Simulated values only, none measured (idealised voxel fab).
process module | voxel wiring stack
Displayed cross-section: cut, width of 260 nm, square cells sized 5 nm.
We lay out every cross-section as a grid of square cells and spell it out in bands from the top down, where one band means one or more rows of cells.
First you get the band's top height and its bottom height, in nm, and then the materials it's made of, left to right, with each width in nm. If you see a single material with "edge to edge", that one covers the band edge to edge. "empty" is empty space.
All heights in this document are referenced to 0, defined as the level beneath which the wafer, as received, consists entirely of one material. The lowest band is not bounded below; it extends indefinitely downward and is written in the form "0..down".
When a width is written as two numbers, as in "30 to 40", the first number is the width in the top row of cells of the band and the second is the width in its bottom row, and the width changes by the same amount from each row to the next.
Basically "changes: none" means that step didn't change any cell in the cross-section.
So "Enclosed void list" is basically the list of trapped voids: any empty space of 8 cells or more that can't reach the top through an opening. They're written width x height at distance, the distance being from the left edge, and it's all nm.
That trailing text on a step's line, after the settings, is the simulator's own remark on the step.
A step's line can hold "overlay nm"; with a mask on that step, the setting says how far right of the planned place the mask lay, while a negative setting says it lay to the left.
Listed below are the process steps as planned
1) RECEIVE,material Si
2) CONFORMAL_DEP,material SiO2,thk nm 15
3) CONFORMAL_DEP,material SiCN,thk nm 5
4) DIRECTIONAL_DEP,material lowk,thk nm 15
5) DIRECTIONAL_DEP,material aC,thk nm 10
6) PATTERN,tone open,mask id METAL_1,material resist,width nm 20,pitch nm 40,thk nm 25,overlay nm 0
7) DIRECTIONAL_ETCH,etch materials aC,depth nm 10
8) STRIP,etch materials resist
9) DIRECTIONAL_ETCH,etch materials lowk,depth nm 15
10) DIRECTIONAL_ETCH,etch materials SiCN,depth nm 5
11) STRIP,etch materials aC
12) CONFORMAL_DEP,material TiN,thk nm 5
13) FILL_DEP,material Cu,thk nm 5
14) CMP,height nm 35
15) EPI,material Ru,thk nm 5
16) FILL_DEP,material SiCN,thk nm 5
17) DIRECTIONAL_DEP,material SiO2,thk nm 15
18) DIRECTIONAL_DEP,material aC,thk nm 15
19) PATTERN,tone open,mask id PLUG_1,material resist,width nm 15,pitch nm 40,thk nm 30,overlay nm 0
20) DIRECTIONAL_ETCH,etch materials aC,depth nm 15
21) STRIP,etch materials resist
22) DIRECTIONAL_ETCH,etch materials SiO2,depth nm 15
23) DIRECTIONAL_ETCH,etch materials SiCN,depth nm 5
24) STRIP,etch materials aC
25) EPI,material Ru,thk nm 10
26) EPI,material Ru,thk nm 10
27) CONFORMAL_DEP,material SiCN,thk nm 5
28) DIRECTIONAL_DEP,material lowk,thk nm 20
29) PATTERN,tone open,mask id METAL_2,material resist,width nm 20,pitch nm 40,thk nm 15,overlay nm 0
30) DIRECTIONAL_ETCH,etch materials lowk,depth nm 20
31) DIRECTIONAL_ETCH,etch materials SiCN,depth nm 5
32) STRIP,etch materials resist
33) CONFORMAL_DEP,material TiN,thk nm 5
34) FILL_DEP,material W,thk nm 5
35) CMP,height nm 85
36) CONFORMAL_DEP,material SiCN,thk nm 5
37) DIRECTIONAL_DEP,material lowk,thk nm 30
38) MASKED_ETCH,tone open,mask id METAL_3,width nm 20,pitch nm 40,etch materials lowk,depth nm 15,overlay nm 0
39) MASKED_ETCH,tone open,mask id METAL_3_HOLES,width nm 15,pitch nm 40,etch materials lowk,depth nm 15,overlay nm 0
40) MASKED_ETCH,tone open,mask id METAL_3_HOLES,width nm 15,pitch nm 40,etch materials SiCN,depth nm 5,overlay nm 0
41) CONFORMAL_DEP,material TiN,thk nm 5
42) FILL_DEP,material Cu,thk nm 5
43) CMP,height nm 120
44) CONFORMAL_DEP,material SiCN,thk nm 5
45) DIRECTIONAL_DEP,material SiO2,thk nm 20
46) MASKED_ETCH,tone open,mask id PLUG_3,width nm 15,pitch nm 40,etch materials SiO2,depth nm 20,overlay nm 0
47) MASKED_ETCH,tone open,mask id PLUG_3,width nm 15,pitch nm 40,etch materials SiCN,depth nm 5,overlay nm 0
48) EPI,material Ru,thk nm 10
49) EPI,material Ru,thk nm 10
50) EPI,material Ru,thk nm 5
51) DIRECTIONAL_DEP,material TiN,thk nm 5
52) DIRECTIONAL_DEP,material W,thk nm 25
53) MASKED_ETCH,tone cover,mask id METAL_4,width nm 20,pitch nm 40,etch materials W,depth nm 25,overlay nm 0
54) MASKED_ETCH,tone cover,mask id METAL_4,width nm 20,pitch nm 40,etch materials TiN,depth nm 5,overlay nm 0
55) CONFORMAL_DEP,material SiCN,thk nm 5
56) FILL_DEP,material SiO2,thk nm 5
57) CMP,height nm 175
58) CONFORMAL_DEP,material SiCN,thk nm 5
Step 1 complete: cross-section of the wafer as received
    0..down  Si edge to edge
    Enclosed void list: none
The first of two wafers, cross-sectioned at the end of the module, with the run proceeding as planned
    180..175  SiCN edge to edge
    175..150  SiO2 75; SiCN 5; W 20; SiCN 5; SiO2 10; SiCN 5; W 20; SiCN 5; SiO2 10; SiCN 5; W 20; SiCN 5; SiO2 75
    150..145  SiCN 80; TiN 20; SiCN 20; TiN 20; SiCN 20; TiN 20; SiCN 80
    145..125  SiO2 80; Ru 15; SiO2 25; Ru 15; SiO2 25; Ru 15; SiO2 85
    125..120  SiCN 80; Ru 15; SiCN 25; Ru 15; SiCN 25; Ru 15; SiCN 85
    120..110  lowk 80; TiN 5; Cu 10; TiN 5; lowk 20; TiN 5; Cu 10; TiN 5; lowk 20; TiN 5; Cu 10; TiN 5; lowk 80
    110..105  lowk 80; TiN 5; Cu 5; TiN 10; lowk 20; TiN 5; Cu 5; TiN 10; lowk 20; TiN 5; Cu 5; TiN 10; lowk 80
    105..90  lowk 80; TiN 5; Cu 5; TiN 5; lowk 25; TiN 5; Cu 5; TiN 5; lowk 25; TiN 5; Cu 5; TiN 5; lowk 85
    90..85  SiCN 80; TiN 15; SiCN 25; TiN 15; SiCN 25; TiN 15; SiCN 85
    85..65  lowk 80; TiN 5; W 10; TiN 5; lowk 20; TiN 5; W 10; TiN 5; lowk 20; TiN 5; W 10; TiN 5; lowk 80
    65..60  SiCN 80; TiN 20; SiCN 20; TiN 20; SiCN 20; TiN 20; SiCN 80
    60..45  SiO2 80; Ru 15; SiO2 25; Ru 15; SiO2 25; Ru 15; SiO2 85
    45..35  SiCN 80 to 75; Ru 15 to 30; SiCN 25 to 10; Ru 15 to 30; SiCN 25 to 10; Ru 15 to 30; SiCN 85 to 75
    35..20  lowk 80; TiN 5; Cu 10; TiN 5; lowk 20; TiN 5; Cu 10; TiN 5; lowk 20; TiN 5; Cu 10; TiN 5; lowk 80
    20..15  SiCN 80; TiN 20; SiCN 20; TiN 20; SiCN 20; TiN 20; SiCN 80
    15..0  SiO2 edge to edge
    0..down  Si edge to edge
    Enclosed void list: none
Second of two wafers, module complete, sectioned: it shares the first wafer's start and plan but was run with one mistake
    180..175  SiCN edge to edge
    175..155  SiO2 75; SiCN 5; W 20; SiCN 5; SiO2 10; SiCN 5; W 20; SiCN 5; SiO2 10; SiCN 5; W 20; SiCN 5; SiO2 75
    155..150  SiO2 75; SiCN 5; W 20; SiCN 20; W 20; SiCN 20; W 20; SiCN 15; SiO2 65
    150..145  SiCN 80; TiN 30; SiCN 10; TiN 30; SiCN 10; TiN 30; SiCN 70
    145..125  SiO2 80; Ru 15; SiO2 25; Ru 15; SiO2 25; Ru 15; SiO2 85
    125..120  SiCN 80; Ru 15; SiCN 25; Ru 15; SiCN 25; Ru 15; SiCN 85
    120..110  lowk 80; TiN 5; Cu 10; TiN 5; lowk 20; TiN 5; Cu 10; TiN 5; lowk 20; TiN 5; Cu 10; TiN 5; lowk 80
    110..105  lowk 80; TiN 5; Cu 5; TiN 10; lowk 20; TiN 5; Cu 5; TiN 10; lowk 20; TiN 5; Cu 5; TiN 10; lowk 80
    105..90  lowk 80; TiN 5; Cu 5; TiN 5; lowk 25; TiN 5; Cu 5; TiN 5; lowk 25; TiN 5; Cu 5; TiN 5; lowk 85
    90..85  SiCN 80; TiN 15; SiCN 25; TiN 15; SiCN 25; TiN 15; SiCN 85
    85..65  lowk 80; TiN 5; W 10; TiN 5; lowk 20; TiN 5; W 10; TiN 5; lowk 20; TiN 5; W 10; TiN 5; lowk 80
    65..60  SiCN 80; TiN 20; SiCN 20; TiN 20; SiCN 20; TiN 20; SiCN 80
    60..45  SiO2 80; Ru 15; SiO2 25; Ru 15; SiO2 25; Ru 15; SiO2 85
    45..35  SiCN 80 to 75; Ru 15 to 30; SiCN 25 to 10; Ru 15 to 30; SiCN 25 to 10; Ru 15 to 30; SiCN 85 to 75
    35..20  lowk 80; TiN 5; Cu 10; TiN 5; lowk 20; TiN 5; Cu 10; TiN 5; lowk 20; TiN 5; Cu 10; TiN 5; lowk 80
    20..15  SiCN 80; TiN 20; SiCN 20; TiN 20; SiCN 20; TiN 20; SiCN 80
    15..0  SiO2 edge to edge
    0..down  Si edge to edge
    Enclosed void list: none
Plan not followed: step 54 did not happen as planned, as run it was MASKED_ETCH,tone cover,mask id METAL_4,width nm 20,pitch nm 40,etch materials TiN,depth nm 5,overlay nm 10
Wrapping up, a cell-based count of both wafers puts the second over or under the first for these materials: SiO2: 6 fewer | TiN: 6 more
